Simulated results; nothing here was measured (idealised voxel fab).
This is a process module. Its name is voxel trench capacitor.
The cross-section on display is named cut; it measures 270 nm wide, and its cells are 5 nm squares.
Cross-section layout: square cells on a grid; listed as bands, top to bottom; a band spans one or more cell rows.
Top height, bottom height, nm. Materials left to right, width each, nm. Single material + "full width" = fills band edge to edge. "blank" = empty.
Beneath 0, the wafer as received is one material, and that level is where height counting begins. The lowest band goes on downward without a bottom; it is written like "top 0, no bottom".
Per-row width for "30->40": begins at first number (top row of band), ends at second number (bottom row), increment between rows held constant.
Where the words "remained unchanged" appear for a step, the cross-section shows no cell changed by that step; every cell remained as before.
Reported under the label "Sealed void listing" are the empty spaces having no open way to the top and comprising 8 cells or more; the notation for each is width x height at distance, in which the distance is measured from the left edge and all three values are in nm.
Read whatever lies past the settings on a step's line as the simulator's own remark about the step.
overlay nm: where the mask lay relative to plan, measured to the right, on steps with a mask; negatives go left.

BELOW IS THE LIST OF PLANNED PROCESS STEPS
1) RECEIVE [material Si]
2) CONFORMAL_DEP [material SiN] [thk nm 5]
3) DIRECTIONAL_DEP [material aC] [thk nm 15]
4) PATTERN [tone open] [mask id TRENCH] [material resist] [width nm 15] [pitch nm 30] [thk nm 35] [overlay nm 0]
5) DIRECTIONAL_ETCH [etch materials aC] [depth nm 15]
6) STRIP [etch materials resist]
7) DIRECTIONAL_ETCH [etch materials SiN] [depth nm 5]
8) DIRECTIONAL_ETCH [etch materials Si] [depth nm 35]
9) STRIP [etch materials aC]
10) CONFORMAL_DEP [material SiO2] [thk nm 5]
11) FILL_DEP [material polySi] [thk nm 10]
12) CMP [height nm 5]

AS-RECEIVED WAFER CROSS-SECTION (AFTER STEP 1)
- top 0, no bottom | Si full width
- Sealed void listing: none

LOOK AT THE CROSS-SECTION AFTER THE MODULE: THE WAFER STARTED OUT THE WAY SHOWN ABOVE AND THE PLAN WAS THE ONE SHOWN ABOVE, YET ONE MISTAKE WAS MADE ALONG THE WAY
- top 5, bottom 0 | 105 nm SiN / 5 nm SiO2 / 5 nm polySi / 5 nm SiO2 / 15 nm SiN / 5 nm SiO2 / 5 nm polySi / 5 nm SiO2 / 15 nm SiN / 5 nm SiO2 / 5 nm polySi / 5 nm SiO2 / 90 nm SiN
- top 0, bottom -30 | 105 nm Si / 5 nm SiO2 / 5 nm polySi / 5 nm SiO2 / 15 nm Si / 5 nm SiO2 / 5 nm polySi / 5 nm SiO2 / 15 nm Si / 5 nm SiO2 / 5 nm polySi / 5 nm SiO2 / 90 nm Si
- top -30, bottom -35 | 105 nm Si / 15 nm SiO2 / 15 nm Si / 15 nm SiO2 / 15 nm Si / 15 nm SiO2 / 90 nm Si
- top -35, no bottom | Si full width
- Sealed void listing: none
Plan not followed: step 4 ran as: PATTERN [tone open] [mask id TRENCH] [material resist] [width nm 15] [pitch nm 30] [thk nm 35] [overlay nm 10]
